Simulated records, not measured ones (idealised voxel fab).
The following is a process module called voxel spacer lines.
For reference, the cross-section in this document is cut, with width 220 nm and square cells of 5 nm.
Cross-section spec: square-cell grid; bands listed top down; each band is one or more rows. Read a band's entry like this: the first values are the height of its top and the height of its bottom in nm, and what follows is the sequence of materials from left to right, each with its width in nm. Note that "empty" is empty space, and that a single material marked "all across" reaches across the band from edge to edge. For the purposes of this specification, 0 denotes the height below which the wafer in its as-received condition is composed wholly of one material, and the lowermost band, lacking a lower limit, extends downward without end, as expressed in "top 0, no bottom". Think of "30 to 40" as a width that walks from the first number to the second as you go down the band, top row to bottom row, taking equal-sized steps from row to row. When a step is marked "stayed the same", none of the cells in the cross-section changed during that step. What "Fully closed voids" gives you is every empty space of 8 cells or more that is cut off from the top. Each appears as width x height at distance, with the distance taken from the left edge and width, height and distance all in nm. Read whatever lies past the settings on a step's line as the simulator's own remark about the step. What "overlay nm" on a step's line means: if the step has a mask, that mask lay this far to the right of its planned place, or, when the value is negative, to the left.

Listed below are the process steps as planned:
| 1 | op RECEIVE | material Si |
| 2 | op CONFORMAL_DEP | material Al2O3 | thk nm 10 |
| 3 | op DIRECTIONAL_DEP | material TiN | thk nm 15 |
| 4 | op DIRECTIONAL_DEP | material aC | thk nm 30 |
| 5 | op PATTERN | tone cover | mask id MANDREL | material resist | width nm 25 | pitch nm 80 | thk nm 40 | overlay nm 0 |
| 6 | op DIRECTIONAL_ETCH | etch materials aC | depth nm 30 |
| 7 | op STRIP | etch materials resist |
| 8 | op CONFORMAL_DEP | material SiN | thk nm 5 |
| 9 | op DIRECTIONAL_ETCH | etch materials SiN | depth nm 15 |
| 10 | op STRIP | etch materials aC |
| 11 | op DIRECTIONAL_ETCH | etch materials TiN | depth nm 15 |
| 12 | op STRIP | etch materials SiN |
| 13 | op FILL_DEP | material SiO2 | thk nm 10 |
| 14 | op CMP | height nm 25 |
Same starting wafers, different thk nm at step 8. Plan value belongs to the first wafer.

Incoming state of the first of several wafers in cross-section: after step 1:
    top 0, no bottom = Si all across
    Fully closed voids: none

Wafer rows, end of module: cells per material gained (+) or lost (-) since receipt; closed voids last:
thk nm 5 | +88 Al2O3 | +114 SiO2 | +18 TiN | Fully closed voids: none
thk nm 10 | +88 Al2O3 | +96 SiO2 | +36 TiN | Fully closed voids: none
thk nm 15 | +88 Al2O3 | +78 SiO2 | +54 TiN | Fully closed voids: none
thk nm 20 | +88 Al2O3 | +132 TiN | Fully closed voids: none
thk nm 25 | +88 Al2O3 | +132 TiN | Fully closed voids: none
thk nm 30 | +88 Al2O3 | +132 TiN | Fully closed voids: none
